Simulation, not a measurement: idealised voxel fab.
Title: Process Module voxel gate over fins
Square cells of 5 nm make up the cross-section cut, whose width is 245 nm.
Cross-sections here: square-cell grids, written as top-down lists of bands, a band being one or more rows of cells. A band entry consists of two parts. The first gives the height of the band's top and the height of its bottom, in nm. The rest lists the band's materials from left to right, each with its width in nm. A single material labelled with the word "full width" fills the band from edge to edge, and the word "air" marks empty space. All heights in this document are referenced to 0, defined as the level beneath which the wafer, as received, consists entirely of one material. The lowest band is not bounded below; it extends indefinitely downward and is written in the form "from 0 down". Think of "30..40" as a width that walks from the first number to the second as you go down the band, top row to bottom row, taking equal-sized steps from row to row. You'll sometimes find "stayed the same" written for a step, and that's the way of saying that nowhere in the cross-section did a cell change during that step. Look at "Listed closed voids" for the closed voids: empty spaces with no open path to the top, sized 8 cells or up. Each is width x height at distance, distance from the left edge, all nm. Past the settings on a step's line: simulator remark, on that step. If you see "overlay nm" on a step's line and that step has a mask, it's telling you how far right of where it was planned the mask ended up; a negative number means it went left instead.

The process steps that were planned are listed below:
1: RECEIVE, material Si
2: CONFORMAL_DEP, material SiN, thk nm 5
3: PATTERN, tone cover, mask id FINS, material resist, width nm 15, pitch nm 35, thk nm 15, overlay nm 0
4: DIRECTIONAL_ETCH, etch materials SiN, depth nm 5
5: DIRECTIONAL_ETCH, etch materials Si, depth nm 40
6: STRIP, etch materials resist
7: FILL_DEP, material SiO2, thk nm 10
8: CMP, height nm 5
9: SELECTIVE_ETCH, etch materials SiO2, depth nm 15
10: STRIP, etch materials SiN
11: CONFORMAL_DEP, material HfO2, thk nm 5
12: CONFORMAL_DEP, material TiN, thk nm 5
13: FILL_DEP, material W, thk nm 15
14: CMP, height nm 20
15: CONFORMAL_DEP, material SiCN, thk nm 5

Cross-section: wafer on arrival = after step 1:
    from 0 down: Si full width
    Listed closed voids: none

Same starting wafer, same plan as above, one mistake in the execution; this is the cross-section at the end of the module:
    from 25 to 20: SiCN full width
    from 20 to 10: W full width
    from 10 to 5: W: 50; TiN: 140; W: 55
    from 5 to 0: W: 50; TiN: 5; SiCN: 25; TiN: 10; SiCN: 25; TiN: 10; SiCN: 25; TiN: 10; SiCN: 25; TiN: 5; W: 55
    from 0 to -5: TiN: 55; SiCN: 5; Si: 15; SiCN: 5; TiN: 10; SiCN: 5; Si: 15; SiCN: 5; TiN: 10; SiCN: 5; Si: 15; SiCN: 5; TiN: 10; SiCN: 5; Si: 15; SiCN: 5; TiN: 60
    from -5 to -10: SiCN: 60; Si: 15; SiCN: 20; Si: 15; SiCN: 20; Si: 15; SiCN: 20; Si: 15; SiCN: 65
    from -10 to -40: SiO2: 60; Si: 15; SiO2: 20; Si: 15; SiO2: 20; Si: 15; SiO2: 20; Si: 15; SiO2: 65
    from -40 down: Si full width
    Listed closed voids: none
Want to know what went wrong? step 11 off recipe, ran as CONFORMAL_DEP, material SiCN, thk nm 5
